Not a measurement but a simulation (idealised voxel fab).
voxel self aligned vias: a process module
For reference, the cross-section in this document is cut, with width 210 nm and square cells of 5 nm.
In this document a cross-section is written as a grid of square cells. It is given as a series of bands, listed from the top down, and a band is one or more rows of cells.
What a band's entry tells you: where the top is and where the bottom is, as heights in nm, and after that what lies inside, material by material from left to right, each with its width in nm. Empty space is written as the word "air", and a single material marked with the word "edge to edge" occupies the band from edge to edge.
Measure heights from 0. That's the level where, below it, the as-received wafer is all one material. The lowest band is bottomless and extends downward; write it as in "top 0, no bottom".
A width given as "30 to 40" starts at the first number in the band's top row and ends at the second number in its bottom row, shifting by an equal amount at every step from row to row.
What does "all unchanged" mean for a step? It means no cell of the cross-section changed in that step.
Any empty space of 8 cells or more lacking an open way to the top shows up in "Unvented internal voids" as width x height at distance, distance from the left edge, in nm.
Post-settings text on a step line: simulator's own remark regarding the step.
What "overlay nm" on a step's line means: if the step has a mask, that mask lay this far to the right of its planned place, or, when the value is negative, to the left.

Below is the list of planned process steps:
| 1 | op RECEIVE | material Si |
| 2 | op CONFORMAL_DEP | material SiO2 | thk nm 15 |
| 3 | op CONFORMAL_DEP | material SiCN | thk nm 5 |
| 4 | op DIRECTIONAL_DEP | material SiO2 | thk nm 25 |
| 5 | op PATTERN | tone open | mask id LINES | material resist | width nm 20 | pitch nm 60 | thk nm 15 | overlay nm 0 |
| 6 | op DIRECTIONAL_ETCH | etch materials SiO2 | depth nm 25 |
| 7 | op STRIP | etch materials resist |
| 8 | op CONFORMAL_DEP | material TiN | thk nm 5 |
| 9 | op FILL_DEP | material Ru | thk nm 5 |
| 10 | op CMP | height nm 45 |
| 11 | op SELECTIVE_ETCH | etch materials W Ru TiN | depth nm 10 |
| 12 | op FILL_DEP | material SiN | thk nm 5 |
| 13 | op CMP | height nm 45 |
| 14 | op DIRECTIONAL_DEP | material SiO2 | thk nm 20 |
| 15 | op DIRECTIONAL_DEP | material aC | thk nm 10 |
| 16 | op PATTERN | tone open | mask id VIAS | material resist | width nm 30 | thk nm 30 | overlay nm 0 |
| 17 | op DIRECTIONAL_ETCH | etch materials aC | depth nm 10 |
| 18 | op STRIP | etch materials resist |
| 19 | op DIRECTIONAL_ETCH | etch materials SiO2 | depth nm 20 |
| 20 | op DIRECTIONAL_ETCH | etch materials SiN | depth nm 10 |
| 21 | op STRIP | etch materials aC |
| 22 | op CONFORMAL_DEP | material TiN | thk nm 5 |
| 23 | op FILL_DEP | material Cu | thk nm 5 |
| 24 | op CMP | height nm 65 |
| 25 | op CONFORMAL_DEP | material SiCN | thk nm 5 |

Cross-section of the wafer as it came to us, i.e., already through step 1:
	top 0, no bottom: Si edge to edge
	Unvented internal voids: none

First of two wafers at the end of the module, shown in cross-section; run carried out as planned:
	top 70, bottom 65: SiCN edge to edge
	top 65, bottom 50: SiO2: 60  TiN: 5  Cu: 20  TiN: 5  SiO2: 120
	top 50, bottom 45: SiO2: 60  TiN: 10  Cu: 10  TiN: 10  SiO2: 120
	top 45, bottom 40: SiO2: 65  TiN: 5  Cu: 10  TiN: 5  SiO2: 40  SiN: 20  SiO2: 65
	top 40, bottom 35: SiO2: 65  TiN: 20  SiO2: 40  SiN: 20  SiO2: 65
	top 35, bottom 25: SiO2: 65  TiN: 5  Ru: 10  TiN: 5  SiO2: 40  TiN: 5  Ru: 10  TiN: 5  SiO2: 65
	top 25, bottom 20: SiO2: 65  TiN: 20  SiO2: 40  TiN: 20  SiO2: 65
	top 20, bottom 15: SiCN edge to edge
	top 15, bottom 0: SiO2 edge to edge
	top 0, no bottom: Si edge to edge
	Unvented internal voids: none

Wafer two cross-section, module end. Start and plan unchanged from wafer one; one mistake made during the run:
	top 70, bottom 65: SiCN edge to edge
	top 65, bottom 50: SiO2: 60  TiN: 5  Cu: 20  TiN: 5  SiO2: 120
	top 50, bottom 45: SiO2: 60  TiN: 10  Cu: 10  TiN: 10  SiO2: 120
	top 45, bottom 40: SiO2: 65  TiN: 5  Cu: 10  TiN: 5  SiO2: 40  SiN: 20  SiO2: 65
	top 40, bottom 35: SiO2: 65  TiN: 20  SiO2: 40  SiN: 20  SiO2: 65
	top 35, bottom 25: SiO2: 65  TiN: 5  Ru: 10  TiN: 5  SiO2: 40  TiN: 5  Ru: 10  TiN: 5  SiO2: 65
	top 25, bottom 20: SiO2: 65  TiN: 20  SiO2: 40  TiN: 20  SiO2: 65
	top 20, bottom 5: SiO2 edge to edge
	top 5, bottom 0: SiCN edge to edge
	top 0, no bottom: Si edge to edge
	Unvented internal voids: none
Plan not followed: steps 2 and 3 of the plan were each performed in the slot designated for the other
End check, second vs first wafer: material counts in cells match, positions do not.
